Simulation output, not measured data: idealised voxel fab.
voxel plated lines: a process module
FYI the section here is cut, 235 nm wide, cells are 5 nm squares.
A cross-section in this document is a grid of square cells, and it is written down as bands, the top band listed before the ones below it; a band is made up of one or more rows of cells.
Each band's line starts with the height of the band's top and of its bottom, in nm. Then come its materials from left to right, each with its width in nm. One material with "all across" fills the band from edge to edge. "empty" is empty space.
Below 0: as-received wafer, all one material; heights counted from there. Lowest band: no bottom, goes on down, written "0 -> down".
Width: "30->40" (first number = top row, second number = bottom row, same change from row to row of cells).
Take "nothing was modified" at face value: in the step it is given for, the cross-section changed in none of its cells.
Heads up: "Trapped voids" only lists the empty pockets with no open path to the top that are 8 cells or more, and it writes them as width x height at distance, distance from the left edge, in nm.
Where a step's line continues beyond its settings, the continuation is a remark by the simulator itself on that step.
You can add "overlay nm" to a step's line. For a step with a mask, it describes how far the mask lay to the right of its planned position, and a negative number describes a lay to the left.
List of planned process steps
1: RECEIVE: material Si
2: CONFORMAL_DEP: material SiO2, thk nm 15
3: DIRECTIONAL_DEP: material TiN, thk nm 5
4: PATTERN: tone open, mask id LINES, material resist, width nm 15, pitch nm 35, thk nm 35, overlay nm 0
5: EPI: material Ru, thk nm 5
6: EPI: material Ru, thk nm 10
7: EPI: material Ru, thk nm 5
8: STRIP: etch materials resist
9: DIRECTIONAL_ETCH: etch materials TiN, depth nm 5
10: CONFORMAL_DEP: material SiN, thk nm 5
Here's what the wafer looked like in cross-section when it arrived - that's after step 1
> 0 -> down: Si all across
> Trapped voids: none
Post-module cross-section: identical start and plan to those above, one misstep in execution
> 25 -> 20: SiN all across
> 20 -> 5: SiO2 all across
> 5 -> 0: TiN all across
> 0 -> down: Si all across
> Trapped voids: none
The plan and the run diverged here: deviation from plan: step 3 and step 2 executed in one another's positions
